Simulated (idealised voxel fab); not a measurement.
Proc. module: voxel self aligned vias
Square cells of 5 nm make up the cross-section cut, whose width is 225 nm.
In this document a cross-section is written as a grid of square cells. It is given as a series of bands, listed from the top down, and a band is one or more rows of cells. Quick guide to a band line: top height, bottom height (nm) up front; then every material left to right with its width in nm. Only one material and it's marked "throughout"? Then it fills the band edge to edge. And "air" just means empty space. Heads up on the height convention: 0 is the point under which the incoming wafer is all one material, and the lowest band has no bottom, it just keeps going down, like "0 -> down". When a width is written as two numbers, as in "30->40", the first number is the width in the top row of cells of the band and the second is the width in its bottom row, and the width changes by the same amount from each row to the next. No cell of the cross-section changed in a step that is given as "nothing got changed". Enclosed cavities: empty space of 8 cells or more with no open way to the top, each as width x height at its distance from the left edge, in nm. What comes after the settings on a step's line is commentary from the simulator itself on that step. "overlay nm" denotes, for a step that has a mask, the displacement of the mask to the right of its planned place, with negative values corresponding to the left.
[Steps in the process plan]
| 1 | op RECEIVE | material Si |
| 2 | op CONFORMAL_DEP | material SiO2 | thk nm 10 |
| 3 | op CONFORMAL_DEP | material SiCN | thk nm 5 |
| 4 | op DIRECTIONAL_DEP | material SiO2 | thk nm 20 |
| 5 | op PATTERN | tone open | mask id LINES | material resist | width nm 25 | pitch nm 60 | thk nm 15 | overlay nm 0 |
| 6 | op DIRECTIONAL_ETCH | etch materials SiO2 | depth nm 20 |
| 7 | op STRIP | etch materials resist |
| 8 | op CONFORMAL_DEP | material TiN | thk nm 5 |
| 9 | op FILL_DEP | material Ru | thk nm 5 |
| 10 | op CMP | height nm 35 |
| 11 | op SELECTIVE_ETCH | etch materials W Ru TiN | depth nm 10 |
| 12 | op FILL_DEP | material SiN | thk nm 5 |
| 13 | op CMP | height nm 35 |
| 14 | op DIRECTIONAL_DEP | material SiO2 | thk nm 15 |
| 15 | op MASKED_ETCH | tone open | mask id VIAS | width nm 45 | pitch nm 120 | etch materials SiO2 | depth nm 15 | overlay nm 0 |
| 16 | op MASKED_ETCH | tone open | mask id VIAS | width nm 45 | pitch nm 120 | etch materials SiN | depth nm 10 | overlay nm 0 |
| 17 | op CONFORMAL_DEP | material TiN | thk nm 5 |
| 18 | op FILL_DEP | material Cu | thk nm 5 |
| 19 | op CMP | height nm 50 |
| 20 | op CONFORMAL_DEP | material SiN | thk nm 5 |
[What follows covers the first of two wafers; it ran as planned]
[Received-state cross-section, reflecting completion of step 1]
> 0 -> down = Si throughout
> Enclosed cavities: none
[after step 2]
> 10 -> 0 = SiO2 throughout
> Nothing below the height 0 has changed.
[after step 3]
> 15 -> 10 = SiCN throughout
> Nothing below the height 10 has changed.
[after step 4]
> 35 -> 15 = SiO2 throughout
> Nothing below the height 15 has changed.
[after step 5]
> 50 -> 35 = resist 40, air 25, resist 35, air 25, resist 35, air 25, resist 40
> Nothing below the height 35 has changed.
[after step 6]
> 50 -> 35 = resist 40, air 25, resist 35, air 25, resist 35, air 25, resist 40
> 35 -> 15 = SiO2 40, air 25, SiO2 35, air 25, SiO2 35, air 25, SiO2 40
> Nothing below the height 15 has changed.
[after step 7]
> 35 -> 15 = SiO2 40, air 25, SiO2 35, air 25, SiO2 35, air 25, SiO2 40
> Nothing below the height 15 has changed.
[after step 8]
> 40 -> 35 = TiN 45, air 15, TiN 45, air 15, TiN 45, air 15, TiN 45
> 35 -> 20 = SiO2 40, TiN 5, air 15, TiN 5, SiO2 35, TiN 5, air 15, TiN 5, SiO2 35, TiN 5, air 15, TiN 5, SiO2 40
> 20 -> 15 = SiO2 40, TiN 25, SiO2 35, TiN 25, SiO2 35, TiN 25, SiO2 40
> Nothing below the height 15 has changed.
[after step 9]
> 45 -> 40 = Ru throughout
> 40 -> 35 = TiN 45, Ru 15, TiN 45, Ru 15, TiN 45, Ru 15, TiN 45
> 35 -> 20 = SiO2 40, TiN 5, Ru 15, TiN 5, SiO2 35, TiN 5, Ru 15, TiN 5, SiO2 35, TiN 5, Ru 15, TiN 5, SiO2 40
> Nothing below the height 20 has changed.
[after step 10]
> 35 -> 20 = SiO2 40, TiN 5, Ru 15, TiN 5, SiO2 35, TiN 5, Ru 15, TiN 5, SiO2 35, TiN 5, Ru 15, TiN 5, SiO2 40
> Nothing below the height 20 has changed.
[after step 11]
> 35 -> 25 = SiO2 40, air 25, SiO2 35, air 25, SiO2 35, air 25, SiO2 40
> Nothing below the height 25 has changed.
[after step 12]
> 40 -> 35 = SiN throughout
> 35 -> 25 = SiO2 40, SiN 25, SiO2 35, SiN 25, SiO2 35, SiN 25, SiO2 40
> Nothing below the height 25 has changed.
[after step 13]
> 35 -> 25 = SiO2 40, SiN 25, SiO2 35, SiN 25, SiO2 35, SiN 25, SiO2 40
> Nothing below the height 25 has changed.
[after step 14]
> 50 -> 35 = SiO2 throughout
> Nothing below the height 35 has changed.
[after step 15]
> 50 -> 35 = SiO2 30, air 45, SiO2 75, air 45, SiO2 30
> Nothing below the height 35 has changed.
[after step 16]
> 50 -> 35 = SiO2 30, air 45, SiO2 75, air 45, SiO2 30
> 35 -> 25 = SiO2 40, air 25, SiO2 35, SiN 25, SiO2 35, air 25, SiO2 40
> Nothing below the height 25 has changed.
[after step 17]
> 55 -> 50 = TiN 35, air 35, TiN 85, air 35, TiN 35
> 50 -> 40 = SiO2 30, TiN 5, air 35, TiN 5, SiO2 75, TiN 5, air 35, TiN 5, SiO2 30
> 40 -> 35 = SiO2 30, TiN 15, air 15, TiN 15, SiO2 75, TiN 15, air 15, TiN 15, SiO2 30
> 35 -> 30 = SiO2 40, TiN 5, air 15, TiN 5, SiO2 35, SiN 25, SiO2 35, TiN 5, air 15, TiN 5, SiO2 40
> 30 -> 25 = SiO2 40, TiN 25, SiO2 35, SiN 25, SiO2 35, TiN 25, SiO2 40
> Nothing below the height 25 has changed.
[after step 18]
> 60 -> 55 = Cu throughout
> 55 -> 50 = TiN 35, Cu 35, TiN 85, Cu 35, TiN 35
> 50 -> 40 = SiO2 30, TiN 5, Cu 35, TiN 5, SiO2 75, TiN 5, Cu 35, TiN 5, SiO2 30
> 40 -> 35 = SiO2 30, TiN 15, Cu 15, TiN 15, SiO2 75, TiN 15, Cu 15, TiN 15, SiO2 30
> 35 -> 30 = SiO2 40, TiN 5, Cu 15, TiN 5, SiO2 35, SiN 25, SiO2 35, TiN 5, Cu 15, TiN 5, SiO2 40
> Nothing below the height 30 has changed.
[after step 19]
> 50 -> 40 = SiO2 30, TiN 5, Cu 35, TiN 5, SiO2 75, TiN 5, Cu 35, TiN 5, SiO2 30
> Nothing below the height 40 has changed.
[after step 20]
> 55 -> 50 = SiN throughout
> Nothing below the height 50 has changed.
[Second Wafer (Identical Start and Plan, One Processing Error; Matches First Wafer Through Step 14)]
[Second wafer profile in section, at the moment step 15 of the plan was meant to be complete]
> 50 -> 35 = SiO2 30, air 45, SiO2 75, air 45, SiO2 30
> 35 -> 25 = SiO2 30, air 10, SiN 25, air 10, SiO2 25, SiN 25, SiO2 25, air 10, SiN 25, air 10, SiO2 30
> 25 -> 20 = SiO2 30, air 10, TiN 5, Ru 15, TiN 5, air 10, SiO2 25, TiN 5, Ru 15, TiN 5, SiO2 25, air 10, TiN 5, Ru 15, TiN 5, air 10, SiO2 30
> Nothing below the height 20 has changed.
[Second wafer profile in section, at the moment step 16 of the plan was meant to be complete]
> 50 -> 35 = SiO2 30, air 45, SiO2 75, air 45, SiO2 30
> 35 -> 25 = SiO2 30, air 45, SiO2 25, SiN 25, SiO2 25, air 45, SiO2 30
> Nothing below the height 25 has changed.
[Second wafer profile in section, at the moment step 17 of the plan was meant to be complete]
> 55 -> 50 = TiN 35, air 35, TiN 85, air 35, TiN 35
> 50 -> 35 = SiO2 30, TiN 5, air 35, TiN 5, SiO2 75, TiN 5, air 35, TiN 5, SiO2 30
> 35 -> 30 = SiO2 30, TiN 5, air 35, TiN 5, SiO2 25, SiN 25, SiO2 25, TiN 5, air 35, TiN 5, SiO2 30
> 30 -> 25 = SiO2 30, TiN 45, SiO2 25, SiN 25, SiO2 25, TiN 45, SiO2 30
> 25 -> 20 = SiO2 30, TiN 15, Ru 15, TiN 15, SiO2 25, TiN 5, Ru 15, TiN 5, SiO2 25, TiN 15, Ru 15, TiN 15, SiO2 30
> Nothing below the height 20 has changed.
[Second wafer profile in section, at the moment step 18 of the plan was meant to be complete]
> 60 -> 55 = Cu throughout
> 55 -> 50 = TiN 35, Cu 35, TiN 85, Cu 35, TiN 35
> 50 -> 35 = SiO2 30, TiN 5, Cu 35, TiN 5, SiO2 75, TiN 5, Cu 35, TiN 5, SiO2 30
> 35 -> 30 = SiO2 30, TiN 5, Cu 35, TiN 5, SiO2 25, SiN 25, SiO2 25, TiN 5, Cu 35, TiN 5, SiO2 30
> Nothing below the height 30 has changed.
[Second wafer profile in section, at the moment step 19 of the plan was meant to be complete]
> 50 -> 35 = SiO2 30, TiN 5, Cu 35, TiN 5, SiO2 75, TiN 5, Cu 35, TiN 5, SiO2 30
> Nothing below the height 35 has changed.
[Second wafer profile in section, at the moment step 20 of the plan was meant to be complete]
> 55 -> 50 = SiN throughout
> Nothing below the height 50 has changed.
Run error: yeah, plan step 15 got run twice
Final wafer comparison in cells, second versus first, more or fewer per material: Cu: 16 more | SiO2: 24 fewer | TiN: 8 more
